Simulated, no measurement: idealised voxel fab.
process module | voxel self aligned vias
Displayed cross-section: cut, width of 160 nm, square cells sized 5 nm.
Think of the cross-section as a grid of square cells. We describe it in bands, top to bottom, and each band covers one or more rows of those cells. What a band's entry tells you: where the top is and where the bottom is, as heights in nm, and after that what lies inside, material by material from left to right, each with its width in nm. Empty space is written as the word "empty", and a single material marked with the word "everywhere" occupies the band from edge to edge. Height is counted from the level 0, under which the received wafer is composed throughout of one material. The lowest of the bands is not closed at the bottom but continues downward, in the notation "0 and below". The two numbers in a width such as "30->40" mark its ends across the band: the first belongs to the top row of cells, the second to the bottom row, and from each row to the next the width moves by the same amount. No cell of the cross-section changed in a step that is given as "nothing different". Listed in "Sealed void inventory": every empty space of 8 or more cells without an open way to the top. Form: width x height at distance, the distance being from the left edge, all in nm. Text after the settings on a step's line: the simulator's own remark on that step. For masked steps, "overlay nm" on the step line gives how far right of plan the mask actually lay; a minus sign means it lay to the left.
These are the steps we planned for the process:
| 1 | RECEIVE: material Si |
| 2 | CONFORMAL_DEP: material SiO2, thk nm 15 |
| 3 | CONFORMAL_DEP: material SiCN, thk nm 5 |
| 4 | DIRECTIONAL_DEP: material SiO2, thk nm 30 |
| 5 | DIRECTIONAL_DEP: material aC, thk nm 10 |
| 6 | PATTERN: tone open, mask id LINES, material resist, width nm 20, pitch nm 55, thk nm 25, overlay nm 0 |
| 7 | DIRECTIONAL_ETCH: etch materials aC, depth nm 10 |
| 8 | STRIP: etch materials resist |
| 9 | DIRECTIONAL_ETCH: etch materials SiO2, depth nm 30 |
| 10 | STRIP: etch materials aC |
| 11 | CONFORMAL_DEP: material TiN, thk nm 5 |
| 12 | FILL_DEP: material Ru, thk nm 10 |
| 13 | CMP: height nm 50 |
| 14 | SELECTIVE_ETCH: etch materials W Ru TiN, depth nm 10 |
| 15 | FILL_DEP: material SiN, thk nm 10 |
| 16 | CMP: height nm 50 |
| 17 | DIRECTIONAL_DEP: material SiO2, thk nm 20 |
| 18 | PATTERN: tone open, mask id VIAS, material resist, width nm 30, thk nm 20, overlay nm 0 |
| 19 | DIRECTIONAL_ETCH: etch materials SiO2, depth nm 20 |
| 20 | DIRECTIONAL_ETCH: etch materials SiN, depth nm 10 |
| 21 | STRIP: etch materials resist |
| 22 | CONFORMAL_DEP: material TiN, thk nm 5 |
| 23 | FILL_DEP: material Cu, thk nm 5 |
| 24 | CMP: height nm 70 |
| 25 | CONFORMAL_DEP: material SiN, thk nm 5 |
Wafer, first of two, run as planned:
Cross-sectional view of the wafer in its as-received condition, corresponding to the state after step 1:
* 0 and below: Si everywhere
* Sealed void inventory: none
Cross-section through the wafer, step 2 finished:
* 15 down to 0: SiO2 everywhere
* Beneath the level 0, the cross-section is identical to its previous state.
Cross-section through the wafer, step 3 finished:
* 20 down to 15: SiCN everywhere
* Beneath the level 15, the cross-section is identical to its previous state.
Cross-section through the wafer, step 4 finished:
* 50 down to 20: SiO2 everywhere
* Beneath the level 20, the cross-section is identical to its previous state.
Cross-section through the wafer, step 5 finished:
* 60 down to 50: aC everywhere
* Beneath the level 50, the cross-section is identical to its previous state.
Cross-section through the wafer, step 6 finished:
* 85 down to 60: 40 of resist  20 of empty  35 of resist  20 of empty  45 of resist
* Beneath the level 60, the cross-section is identical to its previous state.
Cross-section through the wafer, step 7 finished:
* 75 down to 60: 40 of resist  20 of empty  35 of resist  20 of empty  45 of resist
* 60 down to 50: 40 of aC  20 of empty  35 of aC  20 of empty  45 of aC
* Beneath the level 50, the cross-section is identical to its previous state.
Cross-section through the wafer, step 8 finished:
* 60 down to 50: 40 of aC  20 of empty  35 of aC  20 of empty  45 of aC
* Beneath the level 50, the cross-section is identical to its previous state.
Cross-section through the wafer, step 9 finished:
* 60 down to 50: 40 of aC  20 of empty  35 of aC  20 of empty  45 of aC
* 50 down to 20: 40 of SiO2  20 of empty  35 of SiO2  20 of empty  45 of SiO2
* Beneath the level 20, the cross-section is identical to its previous state.
Cross-section through the wafer, step 10 finished:
* 50 down to 20: 40 of SiO2  20 of empty  35 of SiO2  20 of empty  45 of SiO2
* Beneath the level 20, the cross-section is identical to its previous state.
Cross-section through the wafer, step 11 finished:
* 55 down to 50: 45 of TiN  10 of empty  45 of TiN  10 of empty  50 of TiN
* 50 down to 25: 40 of SiO2  5 of TiN  10 of empty  5 of TiN  35 of SiO2  5 of TiN  10 of empty  5 of TiN  45 of SiO2
* 25 down to 20: 40 of SiO2  20 of TiN  35 of SiO2  20 of TiN  45 of SiO2
* Beneath the level 20, the cross-section is identical to its previous state.
Cross-section through the wafer, step 12 finished:
* 65 down to 55: Ru everywhere
* 55 down to 50: 45 of TiN  10 of Ru  45 of TiN  10 of Ru  50 of TiN
* 50 down to 25: 40 of SiO2  5 of TiN  10 of Ru  5 of TiN  35 of SiO2  5 of TiN  10 of Ru  5 of TiN  45 of SiO2
* Beneath the level 25, the cross-section is identical to its previous state.
Cross-section through the wafer, step 13 finished:
* 50 down to 25: 40 of SiO2  5 of TiN  10 of Ru  5 of TiN  35 of SiO2  5 of TiN  10 of Ru  5 of TiN  45 of SiO2
* Beneath the level 25, the cross-section is identical to its previous state.
Cross-section through the wafer, step 14 finished:
* 50 down to 40: 40 of SiO2  20 of empty  35 of SiO2  20 of empty  45 of SiO2
* Beneath the level 40, the cross-section is identical to its previous state.
Cross-section through the wafer, step 15 finished:
* 60 down to 50: SiN everywhere
* 50 down to 40: 40 of SiO2  20 of SiN  35 of SiO2  20 of SiN  45 of SiO2
* Beneath the level 40, the cross-section is identical to its previous state.
Cross-section through the wafer, step 16 finished:
* 50 down to 40: 40 of SiO2  20 of SiN  35 of SiO2  20 of SiN  45 of SiO2
* Beneath the level 40, the cross-section is identical to its previous state.
Cross-section through the wafer, step 17 finished:
* 70 down to 50: SiO2 everywhere
* Beneath the level 50, the cross-section is identical to its previous state.
Cross-section through the wafer, step 18 finished:
* 90 down to 70: 35 of resist  30 of empty  95 of resist
* Beneath the level 70, the cross-section is identical to its previous state.
Cross-section through the wafer, step 19 finished:
* 90 down to 70: 35 of resist  30 of empty  95 of resist
* 70 down to 50: 35 of SiO2  30 of empty  95 of SiO2
* Beneath the level 50, the cross-section is identical to its previous state.
Cross-section through the wafer, step 20 finished:
* 90 down to 70: 35 of resist  30 of empty  95 of resist
* 70 down to 50: 35 of SiO2  30 of empty  95 of SiO2
* 50 down to 40: 40 of SiO2  20 of empty  35 of SiO2  20 of SiN  45 of SiO2
* Beneath the level 40, the cross-section is identical to its previous state.
Cross-section through the wafer, step 21 finished:
* 70 down to 50: 35 of SiO2  30 of empty  95 of SiO2
* Beneath the level 50, the cross-section is identical to its previous state.
Cross-section through the wafer, step 22 finished:
* 75 down to 70: 40 of TiN  20 of empty  100 of TiN
* 70 down to 55: 35 of SiO2  5 of TiN  20 of empty  5 of TiN  95 of SiO2
* 55 down to 50: 35 of SiO2  10 of TiN  10 of empty  10 of TiN  95 of SiO2
* 50 down to 45: 40 of SiO2  5 of TiN  10 of empty  5 of TiN  35 of SiO2  20 of SiN  45 of SiO2
* 45 down to 40: 40 of SiO2  20 of TiN  35 of SiO2  20 of SiN  45 of SiO2
* Beneath the level 40, the cross-section is identical to its previous state.
Cross-section through the wafer, step 23 finished:
* 80 down to 75: Cu everywhere
* 75 down to 70: 40 of TiN  20 of Cu  100 of TiN
* 70 down to 55: 35 of SiO2  5 of TiN  20 of Cu  5 of TiN  95 of SiO2
* 55 down to 50: 35 of SiO2  10 of TiN  10 of Cu  10 of TiN  95 of SiO2
* 50 down to 45: 40 of SiO2  5 of TiN  10 of Cu  5 of TiN  35 of SiO2  20 of SiN  45 of SiO2
* Beneath the level 45, the cross-section is identical to its previous state.
Cross-section through the wafer, step 24 finished:
* 70 down to 55: 35 of SiO2  5 of TiN  20 of Cu  5 of TiN  95 of SiO2
* Beneath the level 55, the cross-section is identical to its previous state.
Cross-section through the wafer, step 25 finished:
* 75 down to 70: SiN everywhere
* Beneath the level 70, the cross-section is identical to its previous state.
Regarding the second of the two wafers: it shared the first wafer's starting condition and process plan, yet one error occurred during its execution. Its history coincides with that of the first wafer up to and including step 17:
Second wafer, sectioned view, at step 18's planned end time:
* 90 down to 70: 35 of empty  30 of resist  95 of empty
* Beneath the level 70, the cross-section is identical to its previous state.
Second wafer, sectioned view, at step 19's planned end time:
* 90 down to 70: 35 of empty  30 of resist  95 of empty
* 70 down to 50: 35 of empty  30 of SiO2  95 of empty
* Beneath the level 50, the cross-section is identical to its previous state.
Second wafer, sectioned view, at step 20's planned end time:
* 90 down to 70: 35 of empty  30 of resist  95 of empty
* 70 down to 50: 35 of empty  30 of SiO2  95 of empty
* 50 down to 40: 40 of SiO2  20 of SiN  35 of SiO2  20 of empty  45 of SiO2
* Beneath the level 40, the cross-section is identical to its previous state.
Second wafer, sectioned view, at step 21's planned end time:
* 70 down to 50: 35 of empty  30 of SiO2  95 of empty
* Beneath the level 50, the cross-section is identical to its previous state.
Second wafer, sectioned view, at step 22's planned end time:
* 75 down to 70: 30 of empty  40 of TiN  90 of empty
* 70 down to 55: 30 of empty  5 of TiN  30 of SiO2  5 of TiN  90 of empty
* 55 down to 50: 35 of TiN  30 of SiO2  35 of TiN  10 of empty  50 of TiN
* 50 down to 45: 40 of SiO2  20 of SiN  35 of SiO2  5 of TiN  10 of empty  5 of TiN  45 of SiO2
* 45 down to 40: 40 of SiO2  20 of SiN  35 of SiO2  20 of TiN  45 of SiO2
* Beneath the level 40, the cross-section is identical to its previous state.
Second wafer, sectioned view, at step 23's planned end time:
* 80 down to 75: Cu everywhere
* 75 down to 70: 30 of Cu  40 of TiN  90 of Cu
* 70 down to 55: 30 of Cu  5 of TiN  30 of SiO2  5 of TiN  90 of Cu
* 55 down to 50: 35 of TiN  30 of SiO2  35 of TiN  10 of Cu  50 of TiN
* 50 down to 45: 40 of SiO2  20 of SiN  35 of SiO2  5 of TiN  10 of Cu  5 of TiN  45 of SiO2
* Beneath the level 45, the cross-section is identical to its previous state.
Second wafer, sectioned view, at step 24's planned end time:
* 70 down to 55: 30 of Cu  5 of TiN  30 of SiO2  5 of TiN  90 of Cu
* Beneath the level 55, the cross-section is identical to its previous state.
Second wafer, sectioned view, at step 25's planned end time:
* 75 down to 70: SiN everywhere
* Beneath the level 70, the cross-section is identical to its previous state.
Nonconformance to the process plan: step 18 ran as: PATTERN: tone cover, mask id VIAS, material resist, width nm 30, thk nm 20, overlay nm 0
It is noted that, at the conclusion of processing, the second wafer exhibits a higher or lower cell count for certain materials relative to the first: 60 more of Cu | 80 fewer of SiO2 | 20 more of TiN
